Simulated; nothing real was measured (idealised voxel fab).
A process module follows: voxel released beams.
Each square cell in cross-section cut measures 5 nm, and the section as a whole is 180 nm wide.
Cross-section = grid of square cells, listed top down in bands; band = one or more rows. Within each band entry, the heights of the top and of the bottom of the band appear first, in that order and in nm; the materials of the band then follow from left to right, each with its corresponding width in nm. The designation "throughout" on a single material indicates that it fills the band from edge to edge; the designation "blank" indicates empty space. Heights are reckoned from 0. Under this level, the received wafer is all of one material. The bottommost band is open-ended downward, for example "0 and below". The notation "30 to 40" denotes a width that varies across the rows of cells in the band, beginning at the first number in the top row, finishing at the second number in the bottom row, and changing by an identical amount from each row to the next. Key: "no modification" - step with no changed cell in the cross-section. Reported under the label "Listed closed voids" are the empty spaces having no open way to the top and comprising 8 cells or more; the notation for each is width x height at distance, in which the distance is measured from the left edge and all three values are in nm. Step line, after settings: the simulator's comment on this step. What "overlay nm" on a step's line means: if the step has a mask, that mask lay this far to the right of its planned place, or, when the value is negative, to the left.

[Set out below are the planned steps of the process]
1 RECEIVE,material Si
2 CONFORMAL_DEP,material Al2O3,thk nm 10
3 DIRECTIONAL_DEP,material SiO2,thk nm 10
4 PATTERN,tone open,mask id ANCHOR,material resist,width nm 30,thk nm 15,overlay nm 0
5 DIRECTIONAL_ETCH,etch materials SiO2,depth nm 10
6 STRIP,etch materials resist
7 CONFORMAL_DEP,material SiN,thk nm 10
8 PATTERN,tone cover,mask id BEAM,material resist,width nm 100,thk nm 20,overlay nm 0
9 DIRECTIONAL_ETCH,etch materials SiN,depth nm 10
10 STRIP,etch materials resist
11 STRIP,etch materials SiO2

[First out of two wafers; run went to plan]

[Cross-section of the wafer upon arrival, representing the state reached after step 1]
* 0 and below  Si throughout
* Listed closed voids: none

[Wafer section view after processing step 2]
* 10 down to 0  Al2O3 throughout
* Under the height 0 nothing was changed.

[Wafer section view after processing step 3]
* 20 down to 10  SiO2 throughout
* Under the height 10 nothing was changed.

[Wafer section view after processing step 4]
* 35 down to 20  40 resist | 30 blank | 110 resist
* Under the height 20 nothing was changed.

[Wafer section view after processing step 5]
* 35 down to 20  40 resist | 30 blank | 110 resist
* 20 down to 10  40 SiO2 | 30 blank | 110 SiO2
* Under the height 10 nothing was changed.

[Wafer section view after processing step 6]
* 20 down to 10  40 SiO2 | 30 blank | 110 SiO2
* Under the height 10 nothing was changed.

[Wafer section view after processing step 7]
* 30 down to 20  50 SiN | 10 blank | 120 SiN
* 20 down to 10  40 SiO2 | 30 SiN | 110 SiO2
* Under the height 10 nothing was changed.

[Wafer section view after processing step 8]
* 50 down to 30  35 blank | 100 resist | 45 blank
* 30 down to 20  50 SiN | 10 resist | 120 SiN
* Under the height 20 nothing was changed.

[Wafer section view after processing step 9]
* 50 down to 30  35 blank | 100 resist | 45 blank
* 30 down to 20  35 blank | 15 SiN | 10 resist | 75 SiN | 45 blank
* Under the height 20 nothing was changed.

[Wafer section view after processing step 10]
* 30 down to 20  35 blank | 15 SiN | 10 blank | 75 SiN | 45 blank
* Under the height 20 nothing was changed.

[Wafer section view after processing step 11]
* 30 down to 20  35 blank | 15 SiN | 10 blank | 75 SiN | 45 blank
* 20 down to 10  40 blank | 30 SiN | 110 blank
* Under the height 10 nothing was changed.

[The Second Wafer: Common Origin and Plan, One Mistake in Execution, Identical to the First Through Step 1]

Second wafer at the planned finish of step 2, seen in cross-section: no modification

[Second wafer at the planned finish of step 3, seen in cross-section]
* 10 down to 0  SiO2 throughout
* Under the height 0 nothing was changed.

[Second wafer at the planned finish of step 4, seen in cross-section]
* 25 down to 10  40 resist | 30 blank | 110 resist
* Under the height 10 nothing was changed.

[Second wafer at the planned finish of step 5, seen in cross-section]
* 25 down to 10  40 resist | 30 blank | 110 resist
* 10 down to 0  40 SiO2 | 30 blank | 110 SiO2
* Under the height 0 nothing was changed.

[Second wafer at the planned finish of step 6, seen in cross-section]
* 10 down to 0  40 SiO2 | 30 blank | 110 SiO2
* Under the height 0 nothing was changed.

[Second wafer at the planned finish of step 7, seen in cross-section]
* 20 down to 10  50 SiN | 10 blank | 120 SiN
* 10 down to 0  40 SiO2 | 30 SiN | 110 SiO2
* Under the height 0 nothing was changed.

[Second wafer at the planned finish of step 8, seen in cross-section]
* 40 down to 20  35 blank | 100 resist | 45 blank
* 20 down to 10  50 SiN | 10 resist | 120 SiN
* Under the height 10 nothing was changed.

[Second wafer at the planned finish of step 9, seen in cross-section]
* 40 down to 20  35 blank | 100 resist | 45 blank
* 20 down to 10  35 blank | 15 SiN | 10 resist | 75 SiN | 45 blank
* Under the height 10 nothing was changed.

[Second wafer at the planned finish of step 10, seen in cross-section]
* 20 down to 10  35 blank | 15 SiN | 10 blank | 75 SiN | 45 blank
* Under the height 10 nothing was changed.

[Second wafer at the planned finish of step 11, seen in cross-section]
* 20 down to 10  35 blank | 15 SiN | 10 blank | 75 SiN | 45 blank
* 10 down to 0  40 blank | 30 SiN | 110 blank
* Under the height 0 nothing was changed.
Deviation from plan: step 2 was left out
at the end the second wafer has, in cells: 72 fewer of Al2O3
